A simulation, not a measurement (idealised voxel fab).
Process module under the name voxel self aligned vias
The cross-section shown here is cut; it is 170 nm wide and divided into square cells measuring 5 nm on a side.
Heads up, the way a cross-section reads in here is a grid of square cells, handed over as bands from the top down, with every band being one or more rows of cells. Top height, bottom height, nm. Materials left to right, width each, nm. Single material + "all across" = fills band edge to edge. "blank" = empty. We count height from 0. Below that, the starting wafer is all one material. The lowest band never ends at the bottom but goes on down; see "z 0 and below" for how that is written. The expression "30..40" gives the width at the extremes of the band, the first number at its top row of cells and the second at its bottom row, with the width changing by equal amounts from each row to the next in between. "remains unaltered" after a step means that no cell of the cross-section changed. What "Closed internal voids" gives you is every empty space of 8 cells or more that is cut off from the top. Each appears as width x height at distance, with the distance taken from the left edge and width, height and distance all in nm. Post-settings text on a step line: simulator's own remark regarding the step. The line of a step may include "overlay nm". On a step with a mask, this value is how far to the right of its planned place the mask lay. A negative value means the mask lay to the left.

## So here's the lineup of process steps we planned
| 1 | RECEIVE [material Si] |
| 2 | CONFORMAL_DEP [material SiO2] [thk nm 5] |
| 3 | CONFORMAL_DEP [material SiCN] [thk nm 5] |
| 4 | DIRECTIONAL_DEP [material lowk] [thk nm 20] |
| 5 | MASKED_ETCH [tone open] [mask id LINES] [width nm 20] [pitch nm 70] [etch materials lowk] [depth nm 20] [overlay nm 0] |
| 6 | CONFORMAL_DEP [material TiN] [thk nm 5] |
| 7 | FILL_DEP [material Ru] [thk nm 5] |
| 8 | CMP [height nm 35] |
| 9 | SELECTIVE_ETCH [etch materials W Ru TiN] [depth nm 10] |
| 10 | FILL_DEP [material SiN] [thk nm 10] |
| 11 | CMP [height nm 35] |
| 12 | DIRECTIONAL_DEP [material lowk] [thk nm 15] |
| 13 | DIRECTIONAL_DEP [material aC] [thk nm 10] |
| 14 | PATTERN [tone open] [mask id VIAS] [material resist] [width nm 40] [pitch nm 70] [thk nm 25] [overlay nm 0] |
| 15 | DIRECTIONAL_ETCH [etch materials aC] [depth nm 10] |
| 16 | STRIP [etch materials resist] |
| 17 | DIRECTIONAL_ETCH [etch materials lowk] [depth nm 15] |
| 18 | DIRECTIONAL_ETCH [etch materials SiN] [depth nm 10] |
| 19 | STRIP [etch materials aC] |
| 20 | CONFORMAL_DEP [material TiN] [thk nm 5] |
| 21 | FILL_DEP [material W] [thk nm 10] |
| 22 | CMP [height nm 50] |
| 23 | CONFORMAL_DEP [material SiCN] [thk nm 5] |
Same starting wafers, different thk nm at step 2. Plan value belongs to the first wafer.

## The first of several wafers in cross-section, exactly as it reached us after step 1
- z 0 and below  Si all across
- Closed internal voids: none

## Below: a row per wafer. Contents at end of module: for every material, cells gained since receipt (+) or lost since receipt (-); then closed voids
thk nm 5 | +8 Ru | +68 SiCN | +18 SiN | +34 SiO2 | +48 TiN | +40 W | +158 lowk | Closed internal voids: none
thk nm 10 | +4 Ru | +68 SiCN | +68 SiO2 | +44 TiN | +32 W | +158 lowk | Closed internal voids: none
thk nm 15 | +68 SiCN | +102 SiO2 | +40 TiN | +32 W | +132 lowk | Closed internal voids: none
thk nm 20 | +68 SiCN | +136 SiO2 | +32 TiN | +32 W | +106 lowk | Closed internal voids: none
thk nm 25 | +68 SiCN | +170 SiO2 | +28 TiN | +28 W | +80 lowk | Closed internal voids: none
